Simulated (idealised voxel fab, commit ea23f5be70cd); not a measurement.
Herein follows the process module entitled voxel transistor to metal.
Square cells of 5 nm make up the cross-section cut, whose width is 150 nm.
Square cells in a grid make up a cross-section in this document, and the grid is given as bands, listed from the top down, each one or more rows of cells.
Top height, bottom height, nm. Materials left to right, width each, nm. Single material + "everywhere" = fills band edge to edge. "empty" = empty.
The reference from which all heights are counted is 0, the level beneath which the as-received wafer is entirely one material; the lowest band, having no lower bound, proceeds downward and is written after the example "from 0 down".
With a width like "30->40", each row of cells in the band differs from the next by the same amount, the top row carrying the first number and the bottom row the second.
Take "remained the same" at face value: in the step it is given for, the cross-section changed in none of its cells.
This entry, "Trapped voids", enumerates those empty regions of no fewer than 8 cells that possess no open connection to the top. Each region is reported in the form width x height at distance, the distance being taken from the left edge, with all three quantities expressed in nm.
Post-settings text on a step line: simulator's own remark regarding the step.
overlay nm: how far to the right of its planned place the mask lay on this masked step (negative: to the left).

### Process steps foreseen in the plan
1: op RECEIVE | material Si
2: op OXIDIZE | depth nm 5
3: op CONFORMAL_DEP | material SiN | thk nm 10
4: op PATTERN | tone cover | mask id ACTIVE | material resist | width nm 120 | thk nm 15 | overlay nm 0
5: op DIRECTIONAL_ETCH | etch materials SiN | depth nm 10
6: op DIRECTIONAL_ETCH | etch materials SiO2 | depth nm 5
7: op DIRECTIONAL_ETCH | etch materials Si | depth nm 35
8: op STRIP | etch materials resist
9: op FILL_DEP | material SiO2 | thk nm 10
10: op CMP | height nm 10
11: op SELECTIVE_ETCH | etch materials SiO2 | depth nm 10
12: op STRIP | etch materials SiN
13: op SELECTIVE_ETCH | etch materials SiO2 | depth nm 5
14: op OXIDIZE | depth nm 5
15: op DIRECTIONAL_DEP | material polySi | thk nm 20
16: op DIRECTIONAL_DEP | material SiCN | thk nm 15
17: op MASKED_ETCH | tone cover | mask id GATE | width nm 30 | etch materials SiCN | depth nm 25 | overlay nm 0
18: op MASKED_ETCH | tone cover | mask id GATE | width nm 30 | etch materials polySi | depth nm 30 | overlay nm 0
19: op CONFORMAL_DEP | material SiO2 | thk nm 5
20: op DIRECTIONAL_ETCH | etch materials SiO2 | depth nm 5
21: op CONFORMAL_DEP | material SiN | thk nm 10
22: op DIRECTIONAL_ETCH | etch materials SiN | depth nm 10
23: op DIRECTIONAL_ETCH | etch materials SiO2 | depth nm 5
24: op DIRECTIONAL_ETCH | etch materials Si | depth nm 5
25: op EPI | material nSi | thk nm 5
26: op FILL_DEP | material SiO2 | thk nm 5
27: op CMP | height nm 15
28: op STRIP | etch materials polySi
29: op SELECTIVE_ETCH | etch materials SiO2 | depth nm 5
30: op CONFORMAL_DEP | material HfO2 | thk nm 5
31: op CONFORMAL_DEP | material TiN | thk nm 5
32: op FILL_DEP | material W | thk nm 5
33: op CMP | height nm 10
34: op DIRECTIONAL_DEP | material SiO2 | thk nm 15
35: op PATTERN | tone open | mask id CONTACT | material resist | width nm 20 | pitch nm 90 | thk nm 15 | overlay nm 0
36: op DIRECTIONAL_ETCH | etch materials SiO2 | depth nm 35
37: op STRIP | etch materials resist
38: op CONFORMAL_DEP | material TiN | thk nm 5
39: op FILL_DEP | material W | thk nm 10
40: op CMP | height nm 25
41: op CONFORMAL_DEP | material SiCN | thk nm 5
42: op DIRECTIONAL_DEP | material lowk | thk nm 25
43: op MASKED_ETCH | tone open | mask id METAL_1 | width nm 20 | pitch nm 90 | etch materials lowk | depth nm 25 | overlay nm 0
44: op MASKED_ETCH | tone open | mask id METAL_1 | width nm 20 | pitch nm 90 | etch materials SiCN | depth nm 5 | overlay nm 0
45: op CONFORMAL_DEP | material TiN | thk nm 5
46: op FILL_DEP | material Cu | thk nm 10
47: op CMP | height nm 55
48: op CONFORMAL_DEP | material SiCN | thk nm 5
49: op DIRECTIONAL_DEP | material lowk | thk nm 25
50: op DIRECTIONAL_DEP | material aC | thk nm 10
51: op PATTERN | tone open | mask id METAL_2 | material resist | width nm 20 | pitch nm 90 | thk nm 30 | overlay nm 0
52: op DIRECTIONAL_ETCH | etch materials aC | depth nm 10
53: op STRIP | etch materials resist
54: op DIRECTIONAL_ETCH | etch materials lowk | depth nm 15
55: op STRIP | etch materials aC
56: op DIRECTIONAL_DEP | material aC | thk nm 15
57: op PATTERN | tone open | mask id METAL_2_HOLES | material resist | width nm 15 | pitch nm 90 | thk nm 30 | overlay nm 0
58: op DIRECTIONAL_ETCH | etch materials aC | depth nm 15
59: op STRIP | etch materials resist
60: op DIRECTIONAL_ETCH | etch materials lowk | depth nm 10
61: op DIRECTIONAL_ETCH | etch materials SiCN | depth nm 5
62: op STRIP | etch materials aC
63: op CONFORMAL_DEP | material TiN | thk nm 5
64: op FILL_DEP | material Ru | thk nm 10
65: op CMP | height nm 85
66: op CONFORMAL_DEP | material SiN | thk nm 5

### Run as planned: first of two wafers

### Step 1 complete: cross-section of the wafer as received
from 0 down | Si everywhere
Trapped voids: none

### How the wafer stands in section after step 2
from 0 to -5 | SiO2 everywhere
Under the height -5 nothing was changed.

### How the wafer stands in section after step 3
from 10 to 0 | SiN everywhere
Under the height 0 nothing was changed.

### How the wafer stands in section after step 4
from 25 to 10 | 15 empty; 120 resist; 15 empty
Under the height 10 nothing was changed.

### How the wafer stands in section after step 5
from 25 to 10 | 15 empty; 120 resist; 15 empty
from 10 to 0 | 15 empty; 120 SiN; 15 empty
Under the height 0 nothing was changed.

### How the wafer stands in section after step 6
from 25 to 10 | 15 empty; 120 resist; 15 empty
from 10 to 0 | 15 empty; 120 SiN; 15 empty
from 0 to -5 | 15 empty; 120 SiO2; 15 empty
Under the height -5 nothing was changed.

### How the wafer stands in section after step 7
from 25 to 10 | 15 empty; 120 resist; 15 empty
from 10 to 0 | 15 empty; 120 SiN; 15 empty
from 0 to -5 | 15 empty; 120 SiO2; 15 empty
from -5 to -40 | 15 empty; 120 Si; 15 empty
Under the height -40 nothing was changed.

### How the wafer stands in section after step 8
from 10 to 0 | 15 empty; 120 SiN; 15 empty
Under the height 0 nothing was changed.

### How the wafer stands in section after step 9
from 20 to 10 | SiO2 everywhere
from 10 to 0 | 15 SiO2; 120 SiN; 15 SiO2
from 0 to -5 | SiO2 everywhere
from -5 to -40 | 15 SiO2; 120 Si; 15 SiO2
Under the height -40 nothing was changed.

### How the wafer stands in section after step 10
from 10 to 0 | 15 SiO2; 120 SiN; 15 SiO2
Under the height 0 nothing was changed.

### How the wafer stands in section after step 11
from 10 to 0 | 15 empty; 120 SiN; 15 empty
Under the height 0 nothing was changed.

### How the wafer stands in section after step 12
from 0 to -5 | SiO2 everywhere
Under the height -5 nothing was changed.

### How the wafer stands in section after step 13
from -5 to -40 | 15 SiO2; 120 Si; 15 SiO2
Under the height -40 nothing was changed.

### How the wafer stands in section after step 14
from -5 to -10 | SiO2 everywhere
Under the height -10 nothing was changed.

### How the wafer stands in section after step 15
from 15 to -5 | polySi everywhere
Under the height -5 nothing was changed.

### How the wafer stands in section after step 16
from 30 to 15 | SiCN everywhere
Under the height 15 nothing was changed.

### How the wafer stands in section after step 17
from 30 to 15 | 60 empty; 30 SiCN; 60 empty
Under the height 15 nothing was changed.

### How the wafer stands in section after step 18
from 30 to 15 | 60 empty; 30 SiCN; 60 empty
from 15 to -5 | 60 empty; 30 polySi; 60 empty
Under the height -5 nothing was changed.

### How the wafer stands in section after step 19
from 35 to 30 | 55 empty; 40 SiO2; 55 empty
from 30 to 15 | 55 empty; 5 SiO2; 30 SiCN; 5 SiO2; 55 empty
from 15 to 0 | 55 empty; 5 SiO2; 30 polySi; 5 SiO2; 55 empty
from 0 to -5 | 60 SiO2; 30 polySi; 60 SiO2
Under the height -5 nothing was changed.

### How the wafer stands in section after step 20
from 30 to 15 | 55 empty; 5 SiO2; 30 SiCN; 5 SiO2; 55 empty
from 15 to -5 | 55 empty; 5 SiO2; 30 polySi; 5 SiO2; 55 empty
Under the height -5 nothing was changed.

### How the wafer stands in section after step 21
from 40 to 30 | 45 empty; 60 SiN; 45 empty
from 30 to 15 | 45 empty; 10 SiN; 5 SiO2; 30 SiCN; 5 SiO2; 10 SiN; 45 empty
from 15 to 5 | 45 empty; 10 SiN; 5 SiO2; 30 polySi; 5 SiO2; 10 SiN; 45 empty
from 5 to -5 | 55 SiN; 5 SiO2; 30 polySi; 5 SiO2; 55 SiN
Under the height -5 nothing was changed.

### How the wafer stands in section after step 22
from 30 to 15 | 45 empty; 10 SiN; 5 SiO2; 30 SiCN; 5 SiO2; 10 SiN; 45 empty
from 15 to -5 | 45 empty; 10 SiN; 5 SiO2; 30 polySi; 5 SiO2; 10 SiN; 45 empty
Under the height -5 nothing was changed.

### How the wafer stands in section after step 23
from 30 to 25 | 45 empty; 10 SiN; 5 empty; 30 SiCN; 5 empty; 10 SiN; 45 empty
from 25 to 15 | 45 empty; 10 SiN; 5 SiO2; 30 SiCN; 5 SiO2; 10 SiN; 45 empty
from 15 to -5 | 45 empty; 10 SiN; 5 SiO2; 30 polySi; 5 SiO2; 10 SiN; 45 empty
from -5 to -10 | 45 empty; 60 SiO2; 45 empty
Under the height -10 nothing was changed.

### How the wafer stands in section after step 24
from 30 to 25 | 45 empty; 10 SiN; 5 empty; 30 SiCN; 5 empty; 10 SiN; 45 empty
from 25 to 15 | 45 empty; 10 SiN; 5 SiO2; 30 SiCN; 5 SiO2; 10 SiN; 45 empty
from 15 to -5 | 45 empty; 10 SiN; 5 SiO2; 30 polySi; 5 SiO2; 10 SiN; 45 empty
from -5 to -10 | 45 empty; 60 SiO2; 45 empty
from -10 to -15 | 15 SiO2; 30 empty; 60 Si; 30 empty; 15 SiO2
Under the height -15 nothing was changed.

### How the wafer stands in section after step 25
from 30 to 25 | 45 empty; 10 SiN; 5 empty; 30 SiCN; 5 empty; 10 SiN; 45 empty
from 25 to 15 | 45 empty; 10 SiN; 5 SiO2; 30 SiCN; 5 SiO2; 10 SiN; 45 empty
from 15 to -5 | 45 empty; 10 SiN; 5 SiO2; 30 polySi; 5 SiO2; 10 SiN; 45 empty
from -5 to -10 | 40 empty; 5 nSi; 60 SiO2; 5 nSi; 40 empty
from -10 to -15 | 15 SiO2; 30 nSi; 60 Si; 30 nSi; 15 SiO2
Under the height -15 nothing was changed.

### How the wafer stands in section after step 26
from 35 to 30 | SiO2 everywhere
from 30 to 15 | 45 SiO2; 10 SiN; 5 SiO2; 30 SiCN; 5 SiO2; 10 SiN; 45 SiO2
from 15 to -5 | 45 SiO2; 10 SiN; 5 SiO2; 30 polySi; 5 SiO2; 10 SiN; 45 SiO2
from -5 to -10 | 40 SiO2; 5 nSi; 60 SiO2; 5 nSi; 40 SiO2
Under the height -10 nothing was changed.

### How the wafer stands in section after step 27
from 15 to -5 | 45 SiO2; 10 SiN; 5 SiO2; 30 polySi; 5 SiO2; 10 SiN; 45 SiO2
Under the height -5 nothing was changed.

### How the wafer stands in section after step 28
from 15 to -5 | 45 SiO2; 10 SiN; 5 SiO2; 30 empty; 5 SiO2; 10 SiN; 45 SiO2
Under the height -5 nothing was changed.

### How the wafer stands in section after step 29
from 15 to 10 | 45 empty; 10 SiN; 40 empty; 10 SiN; 45 empty
from 10 to -5 | 45 SiO2; 10 SiN; 40 empty; 10 SiN; 45 SiO2
from -5 to -10 | 40 SiO2; 5 nSi; 10 SiO2; 40 empty; 10 SiO2; 5 nSi; 40 SiO2
Under the height -10 nothing was changed.

### How the wafer stands in section after step 30
from 20 to 15 | 40 empty; 20 HfO2; 30 empty; 20 HfO2; 40 empty
from 15 to 10 | 45 HfO2; 10 SiN; 5 HfO2; 30 empty; 5 HfO2; 10 SiN; 45 HfO2
from 10 to -5 | 45 SiO2; 10 SiN; 5 HfO2; 30 empty; 5 HfO2; 10 SiN; 45 SiO2
from -5 to -10 | 40 SiO2; 5 nSi; 10 SiO2; 40 HfO2; 10 SiO2; 5 nSi; 40 SiO2
Under the height -10 nothing was changed.

### How the wafer stands in section after step 31
from 25 to 20 | 35 empty; 30 TiN; 20 empty; 30 TiN; 35 empty
from 20 to 15 | 40 TiN; 20 HfO2; 5 TiN; 20 empty; 5 TiN; 20 HfO2; 40 TiN
from 15 to 10 | 45 HfO2; 10 SiN; 5 HfO2; 5 TiN; 20 empty; 5 TiN; 5 HfO2; 10 SiN; 45 HfO2
from 10 to 0 | 45 SiO2; 10 SiN; 5 HfO2; 5 TiN; 20 empty; 5 TiN; 5 HfO2; 10 SiN; 45 SiO2
from 0 to -5 | 45 SiO2; 10 SiN; 5 HfO2; 30 TiN; 5 HfO2; 10 SiN; 45 SiO2
Under the height -5 nothing was changed.

### How the wafer stands in section after step 32
from 30 to 25 | W everywhere
from 25 to 20 | 35 W; 30 TiN; 20 W; 30 TiN; 35 W
from 20 to 15 | 40 TiN; 20 HfO2; 5 TiN; 20 W; 5 TiN; 20 HfO2; 40 TiN
from 15 to 10 | 45 HfO2; 10 SiN; 5 HfO2; 5 TiN; 20 W; 5 TiN; 5 HfO2; 10 SiN; 45 HfO2
from 10 to 0 | 45 SiO2; 10 SiN; 5 HfO2; 5 TiN; 20 W; 5 TiN; 5 HfO2; 10 SiN; 45 SiO2
Under the height 0 nothing was changed.

### How the wafer stands in section after step 33
from 10 to 0 | 45 SiO2; 10 SiN; 5 HfO2; 5 TiN; 20 W; 5 TiN; 5 HfO2; 10 SiN; 45 SiO2
Under the height 0 nothing was changed.

### How the wafer stands in section after step 34
from 25 to 10 | SiO2 everywhere
Under the height 10 nothing was changed.

### How the wafer stands in section after step 35
from 40 to 25 | 20 resist; 20 empty; 70 resist; 20 empty; 20 resist
Under the height 25 nothing was changed.

### How the wafer stands in section after step 36
from 40 to 25 | 20 resist; 20 empty; 70 resist; 20 empty; 20 resist
from 25 to 10 | 20 SiO2; 20 empty; 70 SiO2; 20 empty; 20 SiO2
from 10 to 0 | 20 SiO2; 20 empty; 5 SiO2; 10 SiN; 5 HfO2; 5 TiN; 20 W; 5 TiN; 5 HfO2; 10 SiN; 5 SiO2; 20 empty; 20 SiO2
from 0 to -5 | 20 SiO2; 20 empty; 5 SiO2; 10 SiN; 5 HfO2; 30 TiN; 5 HfO2; 10 SiN; 5 SiO2; 20 empty; 20 SiO2
from -5 to -10 | 20 SiO2; 20 empty; 5 nSi; 10 SiO2; 40 HfO2; 10 SiO2; 5 nSi; 20 empty; 20 SiO2
Under the height -10 nothing was changed.

### How the wafer stands in section after step 37
from 25 to 10 | 20 SiO2; 20 empty; 70 SiO2; 20 empty; 20 SiO2
Under the height 10 nothing was changed.

### How the wafer stands in section after step 38
from 30 to 25 | 25 TiN; 10 empty; 80 TiN; 10 empty; 25 TiN
from 25 to 10 | 20 SiO2; 5 TiN; 10 empty; 5 TiN; 70 SiO2; 5 TiN; 10 empty; 5 TiN; 20 SiO2
from 10 to 0 | 20 SiO2; 5 TiN; 10 empty; 5 TiN; 5 SiO2; 10 SiN; 5 HfO2; 5 TiN; 20 W; 5 TiN; 5 HfO2; 10 SiN; 5 SiO2; 5 TiN; 10 empty; 5 TiN; 20 SiO2
from 0 to -5 | 20 SiO2; 5 TiN; 10 empty; 5 TiN; 5 SiO2; 10 SiN; 5 HfO2; 30 TiN; 5 HfO2; 10 SiN; 5 SiO2; 5 TiN; 10 empty; 5 TiN; 20 SiO2
from -5 to -10 | 20 SiO2; 20 TiN; 5 nSi; 10 SiO2; 40 HfO2; 10 SiO2; 5 nSi; 20 TiN; 20 SiO2
Under the height -10 nothing was changed.

### How the wafer stands in section after step 39
from 40 to 30 | W everywhere
from 30 to 25 | 25 TiN; 10 W; 80 TiN; 10 W; 25 TiN
from 25 to 10 | 20 SiO2; 5 TiN; 10 W; 5 TiN; 70 SiO2; 5 TiN; 10 W; 5 TiN; 20 SiO2
from 10 to 0 | 20 SiO2; 5 TiN; 10 W; 5 TiN; 5 SiO2; 10 SiN; 5 HfO2; 5 TiN; 20 W; 5 TiN; 5 HfO2; 10 SiN; 5 SiO2; 5 TiN; 10 W; 5 TiN; 20 SiO2
from 0 to -5 | 20 SiO2; 5 TiN; 10 W; 5 TiN; 5 SiO2; 10 SiN; 5 HfO2; 30 TiN; 5 HfO2; 10 SiN; 5 SiO2; 5 TiN; 10 W; 5 TiN; 20 SiO2
Under the height -5 nothing was changed.

### How the wafer stands in section after step 40
from 25 to 10 | 20 SiO2; 5 TiN; 10 W; 5 TiN; 70 SiO2; 5 TiN; 10 W; 5 TiN; 20 SiO2
Under the height 10 nothing was changed.

### How the wafer stands in section after step 41
from 30 to 25 | SiCN everywhere
Under the height 25 nothing was changed.

### How the wafer stands in section after step 42
from 55 to 30 | lowk everywhere
Under the height 30 nothing was changed.

### How the wafer stands in section after step 43
from 55 to 30 | 20 lowk; 20 empty; 70 lowk; 20 empty; 20 lowk
Under the height 30 nothing was changed.

### How the wafer stands in section after step 44
from 55 to 30 | 20 lowk; 20 empty; 70 lowk; 20 empty; 20 lowk
from 30 to 25 | 20 SiCN; 20 empty; 70 SiCN; 20 empty; 20 SiCN
Under the height 25 nothing was changed.

### How the wafer stands in section after step 45
from 60 to 55 | 25 TiN; 10 empty; 80 TiN; 10 empty; 25 TiN
from 55 to 30 | 20 lowk; 5 TiN; 10 empty; 5 TiN; 70 lowk; 5 TiN; 10 empty; 5 TiN; 20 lowk
from 30 to 25 | 20 SiCN; 20 TiN; 70 SiCN; 20 TiN; 20 SiCN
Under the height 25 nothing was changed.

### How the wafer stands in section after step 46
from 70 to 60 | Cu everywhere
from 60 to 55 | 25 TiN; 10 Cu; 80 TiN; 10 Cu; 25 TiN
from 55 to 30 | 20 lowk; 5 TiN; 10 Cu; 5 TiN; 70 lowk; 5 TiN; 10 Cu; 5 TiN; 20 lowk
Under the height 30 nothing was changed.

### How the wafer stands in section after step 47
from 55 to 30 | 20 lowk; 5 TiN; 10 Cu; 5 TiN; 70 lowk; 5 TiN; 10 Cu; 5 TiN; 20 lowk
Under the height 30 nothing was changed.

### How the wafer stands in section after step 48
from 60 to 55 | SiCN everywhere
Under the height 55 nothing was changed.

### How the wafer stands in section after step 49
from 85 to 60 | lowk everywhere
Under the height 60 nothing was changed.

### How the wafer stands in section after step 50
from 95 to 85 | aC everywhere
Under the height 85 nothing was changed.

### How the wafer stands in section after step 51
from 125 to 95 | 20 resist; 20 empty; 70 resist; 20 empty; 20 resist
Under the height 95 nothing was changed.

### How the wafer stands in section after step 52
from 115 to 95 | 20 resist; 20 empty; 70 resist; 20 empty; 20 resist
from 95 to 85 | 20 aC; 20 empty; 70 aC; 20 empty; 20 aC
Under the height 85 nothing was changed.

### How the wafer stands in section after step 53
from 95 to 85 | 20 aC; 20 empty; 70 aC; 20 empty; 20 aC
Under the height 85 nothing was changed.

### How the wafer stands in section after step 54
from 95 to 85 | 20 aC; 20 empty; 70 aC; 20 empty; 20 aC
from 85 to 70 | 20 lowk; 20 empty; 70 lowk; 20 empty; 20 lowk
Under the height 70 nothing was changed.

### How the wafer stands in section after step 55
from 85 to 70 | 20 lowk; 20 empty; 70 lowk; 20 empty; 20 lowk
Under the height 70 nothing was changed.

### How the wafer stands in section after step 56
from 100 to 85 | 20 aC; 20 empty; 70 aC; 20 empty; 20 aC
from 85 to 70 | 20 lowk; 20 aC; 70 lowk; 20 aC; 20 lowk
Under the height 70 nothing was changed.

### How the wafer stands in section after step 57
from 130 to 100 | 20 resist; 15 empty; 75 resist; 15 empty; 25 resist
from 100 to 85 | 20 aC; 15 empty; 5 resist; 70 aC; 15 empty; 5 resist; 20 aC
Under the height 85 nothing was changed.

### How the wafer stands in section after step 58
from 115 to 100 | 20 resist; 15 empty; 75 resist; 15 empty; 25 resist
from 100 to 85 | 20 aC; 15 empty; 5 resist; 70 aC; 15 empty; 5 resist; 20 aC
from 85 to 70 | 20 lowk; 15 empty; 5 aC; 70 lowk; 15 empty; 5 aC; 20 lowk
Under the height 70 nothing was changed.

### How the wafer stands in section after step 59
from 100 to 85 | 20 aC; 20 empty; 70 aC; 20 empty; 20 aC
Under the height 85 nothing was changed.

### How the wafer stands in section after step 60
from 100 to 85 | 20 aC; 20 empty; 70 aC; 20 empty; 20 aC
from 85 to 70 | 20 lowk; 15 empty; 5 aC; 70 lowk; 15 empty; 5 aC; 20 lowk
from 70 to 60 | 20 lowk; 15 empty; 75 lowk; 15 empty; 25 lowk
Under the height 60 nothing was changed.

### How the wafer stands in section after step 61
from 100 to 85 | 20 aC; 20 empty; 70 aC; 20 empty; 20 aC
from 85 to 70 | 20 lowk; 15 empty; 5 aC; 70 lowk; 15 empty; 5 aC; 20 lowk
from 70 to 60 | 20 lowk; 15 empty; 75 lowk; 15 empty; 25 lowk
from 60 to 55 | 20 SiCN; 15 empty; 75 SiCN; 15 empty; 25 SiCN
Under the height 55 nothing was changed.

### How the wafer stands in section after step 62
from 85 to 70 | 20 lowk; 20 empty; 70 lowk; 20 empty; 20 lowk
Under the height 70 nothing was changed.

### How the wafer stands in section after step 63
from 90 to 85 | 25 TiN; 10 empty; 80 TiN; 10 empty; 25 TiN
from 85 to 75 | 20 lowk; 5 TiN; 10 empty; 5 TiN; 70 lowk; 5 TiN; 10 empty; 5 TiN; 20 lowk
from 75 to 70 | 20 lowk; 5 TiN; 5 empty; 10 TiN; 70 lowk; 5 TiN; 5 empty; 10 TiN; 20 lowk
from 70 to 60 | 20 lowk; 5 TiN; 5 empty; 5 TiN; 75 lowk; 5 TiN; 5 empty; 5 TiN; 25 lowk
from 60 to 55 | 20 SiCN; 15 TiN; 75 SiCN; 15 TiN; 25 SiCN
Under the height 55 nothing was changed.

### How the wafer stands in section after step 64
from 100 to 90 | Ru everywhere
from 90 to 85 | 25 TiN; 10 Ru; 80 TiN; 10 Ru; 25 TiN
from 85 to 75 | 20 lowk; 5 TiN; 10 Ru; 5 TiN; 70 lowk; 5 TiN; 10 Ru; 5 TiN; 20 lowk
from 75 to 70 | 20 lowk; 5 TiN; 5 Ru; 10 TiN; 70 lowk; 5 TiN; 5 Ru; 10 TiN; 20 lowk
from 70 to 60 | 20 lowk; 5 TiN; 5 Ru; 5 TiN; 75 lowk; 5 TiN; 5 Ru; 5 TiN; 25 lowk
Under the height 60 nothing was changed.

### How the wafer stands in section after step 65
from 85 to 75 | 20 lowk; 5 TiN; 10 Ru; 5 TiN; 70 lowk; 5 TiN; 10 Ru; 5 TiN; 20 lowk
Under the height 75 nothing was changed.

### How the wafer stands in section after step 66
from 90 to 85 | SiN everywhere
Under the height 85 nothing was changed.

### It is to be noted that the second wafer proceeded from the same initial state and according to the same plan as the first, although one mistake was committed in its execution; through step 33, inclusive, the two wafers share an identical history

### X-section, second wafer, when step 34 was due to finish
from 25 to 10 | SiCN everywhere
Under the height 10 nothing was changed.

### X-section, second wafer, when step 35 was due to finish
from 40 to 25 | 20 resist; 20 empty; 70 resist; 20 empty; 20 resist
Under the height 25 nothing was changed.

X-section, second wafer, when step 36 was due to finish: remained the same

### X-section, second wafer, when step 37 was due to finish
from 25 to 10 | SiCN everywhere
Under the height 10 nothing was changed.

### X-section, second wafer, when step 38 was due to finish
from 30 to 25 | TiN everywhere
Under the height 25 nothing was changed.

### X-section, second wafer, when step 39 was due to finish
from 40 to 30 | W everywhere
Under the height 30 nothing was changed.

### X-section, second wafer, when step 40 was due to finish
from 25 to 10 | SiCN everywhere
Under the height 10 nothing was changed.

### X-section, second wafer, when step 41 was due to finish
from 30 to 10 | SiCN everywhere
Under the height 10 nothing was changed.

### X-section, second wafer, when step 42 was due to finish
from 55 to 30 | lowk everywhere
Under the height 30 nothing was changed.

### X-section, second wafer, when step 43 was due to finish
from 55 to 30 | 20 lowk; 20 empty; 70 lowk; 20 empty; 20 lowk
Under the height 30 nothing was changed.

### X-section, second wafer, when step 44 was due to finish
from 55 to 30 | 20 lowk; 20 empty; 70 lowk; 20 empty; 20 lowk
from 30 to 25 | 20 SiCN; 20 empty; 70 SiCN; 20 empty; 20 SiCN
Under the height 25 nothing was changed.

### X-section, second wafer, when step 45 was due to finish
from 60 to 55 | 25 TiN; 10 empty; 80 TiN; 10 empty; 25 TiN
from 55 to 30 | 20 lowk; 5 TiN; 10 empty; 5 TiN; 70 lowk; 5 TiN; 10 empty; 5 TiN; 20 lowk
from 30 to 25 | 20 SiCN; 20 TiN; 70 SiCN; 20 TiN; 20 SiCN
Under the height 25 nothing was changed.

### X-section, second wafer, when step 46 was due to finish
from 70 to 60 | Cu everywhere
from 60 to 55 | 25 TiN; 10 Cu; 80 TiN; 10 Cu; 25 TiN
from 55 to 30 | 20 lowk; 5 TiN; 10 Cu; 5 TiN; 70 lowk; 5 TiN; 10 Cu; 5 TiN; 20 lowk
Under the height 30 nothing was changed.

### X-section, second wafer, when step 47 was due to finish
from 55 to 30 | 20 lowk; 5 TiN; 10 Cu; 5 TiN; 70 lowk; 5 TiN; 10 Cu; 5 TiN; 20 lowk
Under the height 30 nothing was changed.

### X-section, second wafer, when step 48 was due to finish
from 60 to 55 | SiCN everywhere
Under the height 55 nothing was changed.

### X-section, second wafer, when step 49 was due to finish
from 85 to 60 | lowk everywhere
Under the height 60 nothing was changed.

### X-section, second wafer, when step 50 was due to finish
from 95 to 85 | aC everywhere
Under the height 85 nothing was changed.

### X-section, second wafer, when step 51 was due to finish
from 125 to 95 | 20 resist; 20 empty; 70 resist; 20 empty; 20 resist
Under the height 95 nothing was changed.

### X-section, second wafer, when step 52 was due to finish
from 115 to 95 | 20 resist; 20 empty; 70 resist; 20 empty; 20 resist
from 95 to 85 | 20 aC; 20 empty; 70 aC; 20 empty; 20 aC
Under the height 85 nothing was changed.

### X-section, second wafer, when step 53 was due to finish
from 95 to 85 | 20 aC; 20 empty; 70 aC; 20 empty; 20 aC
Under the height 85 nothing was changed.

### X-section, second wafer, when step 54 was due to finish
from 95 to 85 | 20 aC; 20 empty; 70 aC; 20 empty; 20 aC
from 85 to 70 | 20 lowk; 20 empty; 70 lowk; 20 empty; 20 lowk
Under the height 70 nothing was changed.

### X-section, second wafer, when step 55 was due to finish
from 85 to 70 | 20 lowk; 20 empty; 70 lowk; 20 empty; 20 lowk
Under the height 70 nothing was changed.

### X-section, second wafer, when step 56 was due to finish
from 100 to 85 | 20 aC; 20 empty; 70 aC; 20 empty; 20 aC
from 85 to 70 | 20 lowk; 20 aC; 70 lowk; 20 aC; 20 lowk
Under the height 70 nothing was changed.

### X-section, second wafer, when step 57 was due to finish
from 130 to 100 | 20 resist; 15 empty; 75 resist; 15 empty; 25 resist
from 100 to 85 | 20 aC; 15 empty; 5 resist; 70 aC; 15 empty; 5 resist; 20 aC
Under the height 85 nothing was changed.

### X-section, second wafer, when step 58 was due to finish
from 115 to 100 | 20 resist; 15 empty; 75 resist; 15 empty; 25 resist
from 100 to 85 | 20 aC; 15 empty; 5 resist; 70 aC; 15 empty; 5 resist; 20 aC
from 85 to 70 | 20 lowk; 15 empty; 5 aC; 70 lowk; 15 empty; 5 aC; 20 lowk
Under the height 70 nothing was changed.

### X-section, second wafer, when step 59 was due to finish
from 100 to 85 | 20 aC; 20 empty; 70 aC; 20 empty; 20 aC
Under the height 85 nothing was changed.

### X-section, second wafer, when step 60 was due to finish
from 100 to 85 | 20 aC; 20 empty; 70 aC; 20 empty; 20 aC
from 85 to 70 | 20 lowk; 15 empty; 5 aC; 70 lowk; 15 empty; 5 aC; 20 lowk
from 70 to 60 | 20 lowk; 15 empty; 75 lowk; 15 empty; 25 lowk
Under the height 60 nothing was changed.

### X-section, second wafer, when step 61 was due to finish
from 100 to 85 | 20 aC; 20 empty; 70 aC; 20 empty; 20 aC
from 85 to 70 | 20 lowk; 15 empty; 5 aC; 70 lowk; 15 empty; 5 aC; 20 lowk
from 70 to 60 | 20 lowk; 15 empty; 75 lowk; 15 empty; 25 lowk
from 60 to 55 | 20 SiCN; 15 empty; 75 SiCN; 15 empty; 25 SiCN
Under the height 55 nothing was changed.

### X-section, second wafer, when step 62 was due to finish
from 85 to 70 | 20 lowk; 20 empty; 70 lowk; 20 empty; 20 lowk
Under the height 70 nothing was changed.

### X-section, second wafer, when step 63 was due to finish
from 90 to 85 | 25 TiN; 10 empty; 80 TiN; 10 empty; 25 TiN
from 85 to 75 | 20 lowk; 5 TiN; 10 empty; 5 TiN; 70 lowk; 5 TiN; 10 empty; 5 TiN; 20 lowk
from 75 to 70 | 20 lowk; 5 TiN; 5 empty; 10 TiN; 70 lowk; 5 TiN; 5 empty; 10 TiN; 20 lowk
from 70 to 60 | 20 lowk; 5 TiN; 5 empty; 5 TiN; 75 lowk; 5 TiN; 5 empty; 5 TiN; 25 lowk
from 60 to 55 | 20 SiCN; 15 TiN; 75 SiCN; 15 TiN; 25 SiCN
Under the height 55 nothing was changed.

### X-section, second wafer, when step 64 was due to finish
from 100 to 90 | Ru everywhere
from 90 to 85 | 25 TiN; 10 Ru; 80 TiN; 10 Ru; 25 TiN
from 85 to 75 | 20 lowk; 5 TiN; 10 Ru; 5 TiN; 70 lowk; 5 TiN; 10 Ru; 5 TiN; 20 lowk
from 75 to 70 | 20 lowk; 5 TiN; 5 Ru; 10 TiN; 70 lowk; 5 TiN; 5 Ru; 10 TiN; 20 lowk
from 70 to 60 | 20 lowk; 5 TiN; 5 Ru; 5 TiN; 75 lowk; 5 TiN; 5 Ru; 5 TiN; 25 lowk
Under the height 60 nothing was changed.

### X-section, second wafer, when step 65 was due to finish
from 85 to 75 | 20 lowk; 5 TiN; 10 Ru; 5 TiN; 70 lowk; 5 TiN; 10 Ru; 5 TiN; 20 lowk
Under the height 75 nothing was changed.

### X-section, second wafer, when step 66 was due to finish
from 90 to 85 | SiN everywhere
Under the height 85 nothing was changed.
Where did the run depart from the plan? heads up, step 34 didn't go per plan, it actually ran as op DIRECTIONAL_DEP | material SiCN | thk nm 15
Counted in cells at the end, the second wafer holds more or fewer of these materials than the first: +90 SiCN | -34 SiO2 | -32 TiN | -24 W
